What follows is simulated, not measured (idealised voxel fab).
Name of the process module below: voxel transistor to metal
Section shown: cut. Width: 170 nm. Cell size: 5 nm, square.
In this document a cross-section is written as a grid of square cells. It is given as a series of bands, listed from the top down, and a band is one or more rows of cells. Read a band's entry like this: the first values are the height of its top and the height of its bottom in nm, and what follows is the sequence of materials from left to right, each with its width in nm. Note that "air" is empty space, and that a single material marked "throughout" reaches across the band from edge to edge. Counting heights begins at 0, where everything beneath is, in the wafer as received, one material. The lowest band has no bottom; it goes on downwards, as "0 nm and below" shows. When a width is written as two numbers, as in "30 to 40", the first number is the width in the top row of cells of the band and the second is the width in its bottom row, and the width changes by the same amount from each row to the next. It should be understood that the words "nothing different", when stated for a given step, signify that the cross-section underwent no change in any of its cells during that step. Each empty space that has no open way to the top and spans at least 8 cells appears under "Closed void roster" as width x height at distance, the distance counted from the left edge, all in nm. Post-settings text on a step line: simulator's own remark regarding the step. The setting "overlay nm" may be written on the line of a step. When the step uses a mask, the value reports how far to the right of the planned place the mask lay, and a negative value reports that it lay to the left.

# Process steps - plan
step 1: RECEIVE with material Si
step 2: CONFORMAL_DEP with material SiO2, thk nm 5
step 3: CONFORMAL_DEP with material SiN, thk nm 15
step 4: DIRECTIONAL_DEP with material aC, thk nm 10
step 5: PATTERN with tone cover, mask id ACTIVE, material resist, width nm 95, thk nm 25, overlay nm 0
step 6: DIRECTIONAL_ETCH with etch materials aC, depth nm 10
step 7: STRIP with etch materials resist
step 8: DIRECTIONAL_ETCH with etch materials SiN, depth nm 15
step 9: DIRECTIONAL_ETCH with etch materials SiO2, depth nm 5
step 10: DIRECTIONAL_ETCH with etch materials Si, depth nm 35
step 11: STRIP with etch materials aC
step 12: OXIDIZE with depth nm 5
step 13: FILL_DEP with material SiO2, thk nm 10
step 14: CMP with height nm 20
step 15: SELECTIVE_ETCH with etch materials SiO2, depth nm 10
step 16: STRIP with etch materials SiN
step 17: SELECTIVE_ETCH with etch materials SiO2, depth nm 5
step 18: OXIDIZE with depth nm 5
step 19: DIRECTIONAL_DEP with material polySi, thk nm 20
step 20: DIRECTIONAL_DEP with material SiCN, thk nm 15
step 21: MASKED_ETCH with tone cover, mask id GATE, width nm 15, etch materials SiCN, depth nm 25, overlay nm 0
step 22: MASKED_ETCH with tone cover, mask id GATE, width nm 15, etch materials polySi, depth nm 30, overlay nm 0
step 23: CONFORMAL_DEP with material SiN, thk nm 10
step 24: DIRECTIONAL_ETCH with etch materials SiN, depth nm 10
step 25: DIRECTIONAL_ETCH with etch materials SiO2, depth nm 5
step 26: DIRECTIONAL_ETCH with etch materials Si, depth nm 5
step 27: EPI with material SiGe, thk nm 10
step 28: FILL_DEP with material SiO2, thk nm 10
step 29: CMP with height nm 35
step 30: DIRECTIONAL_DEP with material SiO2, thk nm 15
step 31: DIRECTIONAL_DEP with material aC, thk nm 15
step 32: PATTERN with tone open, mask id CONTACT, material resist, width nm 15, pitch nm 70, thk nm 30, overlay nm 0
step 33: DIRECTIONAL_ETCH with etch materials aC, depth nm 15
step 34: STRIP with etch materials resist
step 35: DIRECTIONAL_ETCH with etch materials SiO2, depth nm 50
step 36: STRIP with etch materials aC
step 37: CONFORMAL_DEP with material TiN, thk nm 5
step 38: FILL_DEP with material Ru, thk nm 10
step 39: CMP with height nm 50
step 40: DIRECTIONAL_DEP with material TiN, thk nm 5
step 41: DIRECTIONAL_DEP with material W, thk nm 25
step 42: PATTERN with tone cover, mask id METAL_1, material resist, width nm 15, pitch nm 70, thk nm 20, overlay nm 0
step 43: DIRECTIONAL_ETCH with etch materials W, depth nm 25
step 44: DIRECTIONAL_ETCH with etch materials TiN, depth nm 5
step 45: STRIP with etch materials resist
step 46: FILL_DEP with material lowk, thk nm 10
step 47: CMP with height nm 80
step 48: CONFORMAL_DEP with material SiCN, thk nm 5

# Cross-sectional view of the wafer in its as-received condition, corresponding to the state after step 1
* 0 nm and below  Si throughout
* Closed void roster: none

# First wafer of two, sectioned at end of module; run went per plan
* 85 nm to 80 nm  SiCN throughout
* 80 nm to 55 nm  40 nm lowk | 15 nm W | 55 nm lowk | 15 nm W | 45 nm lowk
* 55 nm to 50 nm  40 nm lowk | 15 nm TiN | 55 nm lowk | 15 nm TiN | 45 nm lowk
* 50 nm to 35 nm  40 nm SiO2 | 5 nm TiN | 5 nm Ru | 5 nm TiN | 55 nm SiO2 | 5 nm TiN | 5 nm Ru | 5 nm TiN | 45 nm SiO2
* 35 nm to 20 nm  40 nm SiO2 | 5 nm TiN | 5 nm Ru | 5 nm TiN | 10 nm SiO2 | 10 nm SiN | 15 nm SiCN | 10 nm SiN | 10 nm SiO2 | 5 nm TiN | 5 nm Ru | 5 nm TiN | 45 nm SiO2
* 20 nm to 5 nm  40 nm SiO2 | 5 nm TiN | 5 nm Ru | 5 nm TiN | 10 nm SiO2 | 10 nm SiN | 15 nm polySi | 10 nm SiN | 10 nm SiO2 | 5 nm TiN | 5 nm Ru | 5 nm TiN | 45 nm SiO2
* 5 nm to 0 nm  30 nm SiO2 | 10 nm SiN | 15 nm TiN | 10 nm SiGe | 10 nm SiN | 15 nm polySi | 10 nm SiN | 10 nm SiGe | 15 nm TiN | 10 nm SiN | 35 nm SiO2
* 0 nm to -5 nm  40 nm SiO2 | 25 nm SiGe | 35 nm SiO2 | 25 nm SiGe | 45 nm SiO2
* -5 nm to -10 nm  40 nm SiO2 | 25 nm SiGe | 35 nm Si | 25 nm SiGe | 45 nm SiO2
* -10 nm to -40 nm  40 nm SiO2 | 85 nm Si | 45 nm SiO2
* -40 nm and below  Si throughout
* Closed void roster: none

# Here is the second of the two wafers cut open at the end of the module - same start, same plan as the first one, but we made one mistake running it
* 85 nm to 80 nm  SiCN throughout
* 80 nm to 55 nm  40 nm lowk | 15 nm W | 55 nm lowk | 15 nm W | 45 nm lowk
* 55 nm to 50 nm  40 nm lowk | 15 nm TiN | 55 nm lowk | 15 nm TiN | 45 nm lowk
* 50 nm to 35 nm  40 nm SiO2 | 5 nm TiN | 5 nm Ru | 5 nm TiN | 55 nm SiO2 | 5 nm TiN | 5 nm Ru | 5 nm TiN | 45 nm SiO2
* 35 nm to 20 nm  40 nm SiO2 | 5 nm TiN | 5 nm Ru | 5 nm TiN | 10 nm SiO2 | 10 nm SiN | 15 nm SiCN | 10 nm SiN | 10 nm SiO2 | 5 nm TiN | 5 nm Ru | 5 nm TiN | 45 nm SiO2
* 20 nm to 15 nm  40 nm SiO2 | 5 nm TiN | 5 nm Ru | 5 nm TiN | 10 nm SiO2 | 10 nm SiN | 15 nm polySi | 10 nm SiN | 10 nm SiO2 | 5 nm TiN | 5 nm Ru | 5 nm TiN | 45 nm SiO2
* 15 nm to 10 nm  40 nm SiO2 | 15 nm TiN | 10 nm SiO2 | 10 nm SiN | 15 nm polySi | 10 nm SiN | 10 nm SiO2 | 15 nm TiN | 45 nm SiO2
* 10 nm to 5 nm  40 nm SiO2 | 10 nm TiN | 15 nm SiGe | 10 nm SiN | 15 nm polySi | 10 nm SiN | 15 nm SiGe | 10 nm TiN | 45 nm SiO2
* 5 nm to 0 nm  30 nm SiO2 | 10 nm SiN | 25 nm SiGe | 10 nm SiN | 15 nm polySi | 10 nm SiN | 25 nm SiGe | 10 nm SiN | 35 nm SiO2
* 0 nm to -5 nm  40 nm SiO2 | 25 nm SiGe | 35 nm SiO2 | 25 nm SiGe | 45 nm SiO2
* -5 nm to -10 nm  40 nm SiO2 | 25 nm SiGe | 35 nm Si | 25 nm SiGe | 45 nm SiO2
* -10 nm to -40 nm  40 nm SiO2 | 85 nm Si | 45 nm SiO2
* -40 nm and below  Si throughout
* Closed void roster: none
Here's what went sideways: off-plan run, step 27, actual operation and settings EPI with material SiGe, thk nm 15
Final cells, second wafer relative to first, materials higher or lower: 4 fewer of Ru; 12 more of SiGe; 4 fewer of SiO2; 4 fewer of TiN
